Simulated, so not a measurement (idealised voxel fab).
Process module under the name voxel transistor to metal
We display cut, a cross-section 165 nm in width whose square cells are each 5 nm.
Heads up, the way a cross-section reads in here is a grid of square cells, handed over as bands from the top down, with every band being one or more rows of cells. Within each band entry, the heights of the top and of the bottom of the band appear first, in that order and in nm; the materials of the band then follow from left to right, each with its corresponding width in nm. The designation "full width" on a single material indicates that it fills the band from edge to edge; the designation "blank" indicates empty space. Ref level 0: as-received wafer is one material below here. Bottom band extends down with no lower bound ("from 0 down"). Graded width ("30->40"): value in top row of band = first number; value in bottom row = second number; row-to-row change constant. "no alterations made" means the step left every cell of the cross-section as it was. "Fully sealed cavities" enumerates empty spaces isolated from the top, with no open way to it, that contain at least 8 cells, giving each as width x height at distance from the left edge, all three in nm. On a step's line, text after the settings is the simulator commenting on that step. The optional step-line setting "overlay nm" applies to steps with a mask and quantifies how far to the right of its planned location the mask lay, a negative value indicating leftward placement.

HERE'S WHAT THE PLANNED PROCESS STEPS LOOK LIKE
| 1 | RECEIVE [material Si] |
| 2 | CONFORMAL_DEP [material SiO2] [thk nm 5] |
| 3 | CONFORMAL_DEP [material SiN] [thk nm 15] |
| 4 | PATTERN [tone cover] [mask id ACTIVE] [material resist] [width nm 95] [thk nm 15] [overlay nm 0] |
| 5 | DIRECTIONAL_ETCH [etch materials SiN] [depth nm 15] |
| 6 | DIRECTIONAL_ETCH [etch materials SiO2] [depth nm 5] |
| 7 | DIRECTIONAL_ETCH [etch materials Si] [depth nm 35] |
| 8 | STRIP [etch materials resist] |
| 9 | FILL_DEP [material SiO2] [thk nm 15] |
| 10 | CMP [height nm 20] |
| 11 | SELECTIVE_ETCH [etch materials SiO2] [depth nm 10] |
| 12 | STRIP [etch materials SiN] |
| 13 | SELECTIVE_ETCH [etch materials SiO2] [depth nm 5] |
| 14 | OXIDIZE [depth nm 5] |
| 15 | DIRECTIONAL_DEP [material polySi] [thk nm 25] |
| 16 | DIRECTIONAL_DEP [material SiCN] [thk nm 10] |
| 17 | DIRECTIONAL_DEP [material aC] [thk nm 15] |
| 18 | PATTERN [tone cover] [mask id GATE] [material resist] [width nm 15] [thk nm 30] [overlay nm 0] |
| 19 | DIRECTIONAL_ETCH [etch materials aC] [depth nm 15] |
| 20 | STRIP [etch materials resist] |
| 21 | DIRECTIONAL_ETCH [etch materials SiCN] [depth nm 20] |
| 22 | DIRECTIONAL_ETCH [etch materials polySi] [depth nm 35] |
| 23 | STRIP [etch materials aC] |
| 24 | CONFORMAL_DEP [material SiN] [thk nm 10] |
| 25 | DIRECTIONAL_ETCH [etch materials SiN] [depth nm 10] |
| 26 | DIRECTIONAL_ETCH [etch materials SiO2] [depth nm 5] |
| 27 | DIRECTIONAL_ETCH [etch materials Si] [depth nm 15] |
| 28 | EPI [material pSi] [thk nm 20] |
| 29 | FILL_DEP [material SiO2] [thk nm 5] |
| 30 | CMP [height nm 35] |
| 31 | DIRECTIONAL_DEP [material SiO2] [thk nm 15] |
| 32 | PATTERN [tone open] [mask id CONTACT] [material resist] [width nm 30] [pitch nm 55] [thk nm 15] [overlay nm 0] |
| 33 | DIRECTIONAL_ETCH [etch materials SiO2] [depth nm 35] |
| 34 | STRIP [etch materials resist] |
| 35 | CONFORMAL_DEP [material TiN] [thk nm 5] |
| 36 | FILL_DEP [material W] [thk nm 10] |
| 37 | CMP [height nm 50] |
| 38 | CONFORMAL_DEP [material SiCN] [thk nm 5] |
| 39 | DIRECTIONAL_DEP [material SiO2] [thk nm 25] |
| 40 | DIRECTIONAL_DEP [material aC] [thk nm 10] |
| 41 | PATTERN [tone open] [mask id METAL_1] [material resist] [width nm 20] [pitch nm 65] [thk nm 25] [overlay nm 0] |
| 42 | DIRECTIONAL_ETCH [etch materials aC] [depth nm 10] |
| 43 | STRIP [etch materials resist] |
| 44 | DIRECTIONAL_ETCH [etch materials SiO2] [depth nm 25] |
| 45 | DIRECTIONAL_ETCH [etch materials SiCN] [depth nm 5] |
| 46 | STRIP [etch materials aC] |
| 47 | CONFORMAL_DEP [material TiN] [thk nm 5] |
| 48 | FILL_DEP [material Cu] [thk nm 5] |
| 49 | CMP [height nm 80] |
| 50 | CONFORMAL_DEP [material SiCN] [thk nm 5] |
| 51 | DIRECTIONAL_DEP [material SiO2] [thk nm 30] |
| 52 | DIRECTIONAL_DEP [material aC] [thk nm 15] |
| 53 | PATTERN [tone open] [mask id METAL_2] [material resist] [width nm 20] [pitch nm 65] [thk nm 35] [overlay nm 0] |
| 54 | DIRECTIONAL_ETCH [etch materials aC] [depth nm 15] |
| 55 | STRIP [etch materials resist] |
| 56 | DIRECTIONAL_ETCH [etch materials SiO2] [depth nm 15] |
| 57 | STRIP [etch materials aC] |
| 58 | MASKED_ETCH [tone open] [mask id METAL_2_HOLES] [width nm 15] [pitch nm 65] [etch materials SiO2] [depth nm 15] [overlay nm -15] |
| 59 | MASKED_ETCH [tone open] [mask id METAL_2_HOLES] [width nm 15] [pitch nm 65] [etch materials SiCN] [depth nm 5] [overlay nm 0] |
| 60 | CONFORMAL_DEP [material TiN] [thk nm 5] |
| 61 | FILL_DEP [material Cu] [thk nm 5] |
| 62 | CMP [height nm 115] |
| 63 | CONFORMAL_DEP [material SiN] [thk nm 5] |
Across this set of wafers, the varied parameter is the overlay nm of step 58. Starting conditions are identical for every wafer, and the plan reports the value assigned to the first wafer.

FIRST WAFER AS RECEIVED, AFTER STEP 1
    from 0 down = Si full width
    Fully sealed cavities: none

ROWS = WAFERS. AT MODULE END, EACH ROW LISTS PER MATERIAL THE CELLS GAINED (+) OR LOST (-) SINCE THE WAFER WAS RECEIVED, THEN THE CLOSED VOIDS
overlay nm -15, +40 Cu, -147 Si, +64 SiCN, +65 SiN, +551 SiO2, +86 TiN, +40 W, +78 pSi, +15 polySi, Fully sealed cavities: none
overlay nm -10, +36 Cu, -147 Si, +62 SiCN, +65 SiN, +551 SiO2, +92 TiN, +40 W, +78 pSi, +15 polySi, Fully sealed cavities: none
overlay nm -5, +32 Cu, -147 Si, +60 SiCN, +65 SiN, +551 SiO2, +98 TiN, +40 W, +78 pSi, +15 polySi, Fully sealed cavities: none
overlay nm 0, +36 Cu, -147 Si, +58 SiCN, +65 SiN, +551 SiO2, +96 TiN, +40 W, +78 pSi, +15 polySi, Fully sealed cavities: none
overlay nm 5, +34 Cu, -147 Si, +60 SiCN, +65 SiN, +551 SiO2, +96 TiN, +40 W, +78 pSi, +15 polySi, Fully sealed cavities: none
overlay nm 10, +32 Cu, -147 Si, +62 SiCN, +65 SiN, +551 SiO2, +96 TiN, +40 W, +78 pSi, +15 polySi, Fully sealed cavities: none
overlay nm 15, +36 Cu, -147 Si, +64 SiCN, +65 SiN, +551 SiO2, +90 TiN, +40 W, +78 pSi, +15 polySi, Fully sealed cavities: none
